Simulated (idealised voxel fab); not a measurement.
The following is a process module called voxel gate over fins.
cross-section cut | 240 nm wide | cells 5 nm
Cross-section spec: square-cell grid; bands listed top down; each band is one or more rows. In this notation a band is specified by the heights of its top and bottom, in that order and in nm, after which its materials appear from left to right, each paired with its width in nm. The word "edge to edge" attached to a single material means that material fills the band from edge to edge; the word "empty" stands for empty space. The level at which height equals 0 is the one under which the wafer, as it arrives, is entirely one material. No lower edge exists for the bottom band, which continues downward and is notated as in "from 0 down". Width "30->40": first value at the band's top row of cells, second value at its bottom row, equal change from row to row. "nothing was modified" for a step: no cell of the cross-section changed in that step. In "Closed void inventory" the enclosed voids are listed, meaning empty spaces of 8 cells or larger without any opening to the top. The form is width x height at distance, distance from the left edge, units nm. Heads up: the bit after the settings on a step's line is the simulator's remark on that step. The "overlay nm" setting may appear on a step's line; for a step that uses a mask, it gives how far to the right of its planned position the mask lay, and a negative value indicates the left.

STEPS PLANNED FOR THE PROCESS
1: RECEIVE, material Si
2: CONFORMAL_DEP, material SiN, thk nm 5
3: PATTERN, tone cover, mask id FINS, material resist, width nm 15, pitch nm 55, thk nm 20, overlay nm 0
4: DIRECTIONAL_ETCH, etch materials SiN, depth nm 5
5: DIRECTIONAL_ETCH, etch materials Si, depth nm 40
6: STRIP, etch materials resist
7: FILL_DEP, material SiO2, thk nm 5
8: CMP, height nm 5
9: MASKED_ETCH, tone open, mask id RAIL, width nm 15, etch materials SiO2, depth nm 40, overlay nm 0
10: CONFORMAL_DEP, material TiN, thk nm 5
11: FILL_DEP, material W, thk nm 10
12: CMP, height nm 5
13: SELECTIVE_ETCH, etch materials W Ru TiN, depth nm 25
14: FILL_DEP, material SiO2, thk nm 5
15: CMP, height nm 5
16: SELECTIVE_ETCH, etch materials SiO2, depth nm 20
17: STRIP, etch materials SiN
18: CONFORMAL_DEP, material HfO2, thk nm 5
19: CONFORMAL_DEP, material TiN, thk nm 5
20: CONFORMAL_DEP, material TiAl, thk nm 5
21: CONFORMAL_DEP, material TiN, thk nm 5
22: FILL_DEP, material W, thk nm 15
23: CMP, height nm 30
24: CONFORMAL_DEP, material SiCN, thk nm 5

CROSS-SECTION OF THE WAFER UPON ARRIVAL, REPRESENTING THE STATE REACHED AFTER STEP 1
- from 0 down  Si edge to edge
- Closed void inventory: none

RESULT OF THE MODULE, CROSS-SECTIONED: START PER ABOVE, PLAN PER ABOVE, ONE ERROR IN HOW IT WAS RUN
- from 35 to 30  SiCN edge to edge
- from 30 to 20  W edge to edge
- from 20 to 15  W 35; TiN 165; W 40
- from 15 to 10  W 35; TiN 5; TiAl 45; TiN 10; TiAl 45; TiN 10; TiAl 45; TiN 5; W 40
- from 10 to 5  W 35; TiN 5; TiAl 5; TiN 35; TiAl 5; TiN 10; TiAl 5; TiN 35; TiAl 5; TiN 10; TiAl 5; TiN 35; TiAl 5; TiN 5; W 40
- from 5 to 0  TiN 40; TiAl 5; TiN 5; HfO2 25; TiN 5; TiAl 5; TiN 10; TiAl 5; TiN 5; HfO2 25; TiN 5; TiAl 5; TiN 10; TiAl 5; TiN 5; HfO2 25; TiN 5; TiAl 5; TiN 45
- from 0 to -5  TiAl 45; TiN 5; HfO2 5; Si 15; HfO2 5; TiN 5; TiAl 20; TiN 5; HfO2 5; Si 15; HfO2 5; TiN 5; TiAl 20; TiN 5; HfO2 5; Si 15; HfO2 5; TiN 5; TiAl 50
- from -5 to -10  TiN 50; HfO2 5; Si 15; HfO2 5; TiN 30; HfO2 5; Si 15; HfO2 5; TiN 30; HfO2 5; Si 15; HfO2 5; TiN 55
- from -10 to -15  HfO2 55; Si 15; HfO2 40; Si 15; HfO2 40; Si 15; HfO2 60
- from -15 to -20  SiO2 55; Si 15; SiO2 40; Si 15; SiO2 40; Si 15; SiO2 60
- from -20 to -30  W 50; TiN 5; Si 15; TiN 10; SiO2 15; TiN 5; W 5; TiN 5; Si 15; TiN 5; W 30; TiN 5; Si 15; TiN 5; W 55
- from -30 to -35  TiN 55; Si 15; TiN 10; SiO2 15; TiN 15; Si 15; TiN 40; Si 15; TiN 60
- from -35 to -40  SiO2 55; Si 15; SiO2 40; Si 15; SiO2 40; Si 15; SiO2 60
- from -40 down  Si edge to edge
- Closed void inventory: none
Misprocessing identified: step 9 went in with a setting other than planned; the actual run was MASKED_ETCH, tone cover, mask id RAIL, width nm 15, etch materials SiO2, depth nm 40, overlay nm 0
